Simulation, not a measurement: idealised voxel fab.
Presented below is a process module, voxel released beams.
FYI the section here is cut, 185 nm wide, cells are 5 nm squares.
Cross-section = grid of square cells, listed top down in bands; band = one or more rows.
Quick guide to a band line: top height, bottom height (nm) up front; then every material left to right with its width in nm. Only one material and it's marked "everywhere"? Then it fills the band edge to edge. And "empty" just means empty space.
It should be noted that heights are counted from 0, beneath which the wafer as supplied is of one material throughout, and that the lowest band possesses no lower boundary but continues downward, as written in "0 down".
Top row gets the first number, bottom row gets the second, and each row in between changes by the same step: that is how a band width like "30..40" works.
"nothing got changed" means the step left every cell of the cross-section as it was.
Reported under the label "Voids, fully enclosed" are the empty spaces having no open way to the top and comprising 8 cells or more; the notation for each is width x height at distance, in which the distance is measured from the left edge and all three values are in nm.
If you see something after the settings on a step's line, that's the simulator's own remark about that step.
overlay nm: for a step with a mask, the amount by which the mask lay right of where it was planned; a negative amount means left of it.
# The planned process steps are enumerated hereunder
1. op RECEIVE | material Si
2. op CONFORMAL_DEP | material SiN | thk nm 5
3. op DIRECTIONAL_DEP | material SiO2 | thk nm 10
4. op DIRECTIONAL_DEP | material aC | thk nm 10
5. op PATTERN | tone open | mask id ANCHOR | material resist | width nm 30 | thk nm 30 | overlay nm 0
6. op DIRECTIONAL_ETCH | etch materials aC | depth nm 10
7. op STRIP | etch materials resist
8. op DIRECTIONAL_ETCH | etch materials SiO2 | depth nm 10
9. op STRIP | etch materials aC
10. op CONFORMAL_DEP | material polySi | thk nm 10
11. op DIRECTIONAL_DEP | material aC | thk nm 15
12. op PATTERN | tone cover | mask id BEAM | material resist | width nm 80 | thk nm 35 | overlay nm 0
13. op DIRECTIONAL_ETCH | etch materials aC | depth nm 15
14. op STRIP | etch materials resist
15. op DIRECTIONAL_ETCH | etch materials polySi | depth nm 10
16. op STRIP | etch materials aC
17. op STRIP | etch materials SiO2
# Wafer at receipt (post step 1), cross-section
> 0 down | Si everywhere
> Voids, fully enclosed: none
# Cross-sectional image of the first of two wafers at the end of the module, the run having proceeded as planned
> 25 to 15 | empty=50  polySi=15  empty=10  polySi=55  empty=55
> 15 to 5 | empty=55  polySi=30  empty=100
> 5 to 0 | SiN everywhere
> 0 down | Si everywhere
> Voids, fully enclosed: none
# Module end: cross-section of wafer two of two. Same start and process plan as the first wafer. One mistake during execution
> 25 to 15 | empty=50  polySi=80  empty=55
> 15 to 10 | SiN everywhere
> 10 to 0 | SiO2 everywhere
> 0 down | Si everywhere
> Voids, fully enclosed: none
Error vs. plan: plan vs actual: 2 and 3 interchanged
Bottom line after processing is that, in cells, the second wafer is up or down on some materials versus the first: 74 more of SiO2, 8 fewer of polySi
